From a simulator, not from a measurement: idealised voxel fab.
The following process module bears the name voxel double patterning.
Displayed cross-section: cut, width of 290 nm, square cells sized 5 nm.
Think of the cross-section as a grid of square cells. We describe it in bands, top to bottom, and each band covers one or more rows of those cells. Quick guide to a band line: top height, bottom height (nm) up front; then every material left to right with its width in nm. Only one material and it's marked "throughout"? Then it fills the band edge to edge. And "blank" just means empty space. Basically, 0 is our baseline, since under it the wafer straight out of the box is all one material. The bottom band has no lower end and keeps on going down, so it looks like "0 and below". The expression "30->40" gives the width at the extremes of the band, the first number at its top row of cells and the second at its bottom row, with the width changing by equal amounts from each row to the next in between. When a step is marked "nothing got changed", none of the cells in the cross-section changed during that step. In "Enclosed void inventory" the enclosed voids are listed, meaning empty spaces of 8 cells or larger without any opening to the top. The form is width x height at distance, distance from the left edge, units nm. The remark found on a step's line after its settings is issued by the simulator itself and pertains to that step. overlay nm: mask offset rightward from planned place, masked step; negative means leftward offset.

Here's what the planned process steps look like:
| 1 | RECEIVE [material Si] |
| 2 | CONFORMAL_DEP [material SiN] [thk nm 5] |
| 3 | DIRECTIONAL_DEP [material SiO2] [thk nm 15] |
| 4 | DIRECTIONAL_DEP [material SiCN] [thk nm 5] |
| 5 | DIRECTIONAL_DEP [material aC] [thk nm 10] |
| 6 | PATTERN [tone open] [mask id FIRST] [material resist] [width nm 15] [pitch nm 50] [thk nm 30] [overlay nm 0] |
| 7 | DIRECTIONAL_ETCH [etch materials aC] [depth nm 10] |
| 8 | STRIP [etch materials resist] |
| 9 | DIRECTIONAL_ETCH [etch materials SiCN] [depth nm 5] |
| 10 | STRIP [etch materials aC] |
| 11 | PATTERN [tone open] [mask id SECOND] [material resist] [width nm 15] [thk nm 20] [overlay nm 0] |
| 12 | DIRECTIONAL_ETCH [etch materials SiCN] [depth nm 5] |
| 13 | STRIP [etch materials resist] |
| 14 | DIRECTIONAL_ETCH [etch materials SiO2] [depth nm 15] |
| 15 | STRIP [etch materials SiCN] |

Wafer at receipt (post step 1), cross-section:
  0 and below  Si throughout
  Enclosed void inventory: none

First of two wafers, end-of-module section, run followed plan:
  20 down to 5  SiO2 110, then blank 15, then SiO2 10, then blank 15, then SiO2 10, then blank 15, then SiO2 115
  5 down to 0  SiN throughout
  0 and below  Si throughout
  Enclosed void inventory: none

Wafer two cross-section, module end. Start and plan unchanged from wafer one; one mistake made during the run:
  20 down to 5  blank 110, then SiO2 15, then blank 35, then SiO2 15, then blank 115
  5 down to 0  SiN throughout
  0 and below  Si throughout
  Enclosed void inventory: none
what went wrong: step 6 off recipe, ran as PATTERN [tone cover] [mask id FIRST] [material resist] [width nm 15] [pitch nm 50] [thk nm 30] [overlay nm 0]
Wrapping up, a cell-based count of both wafers puts the second over or under the first for these materials: SiO2 -129
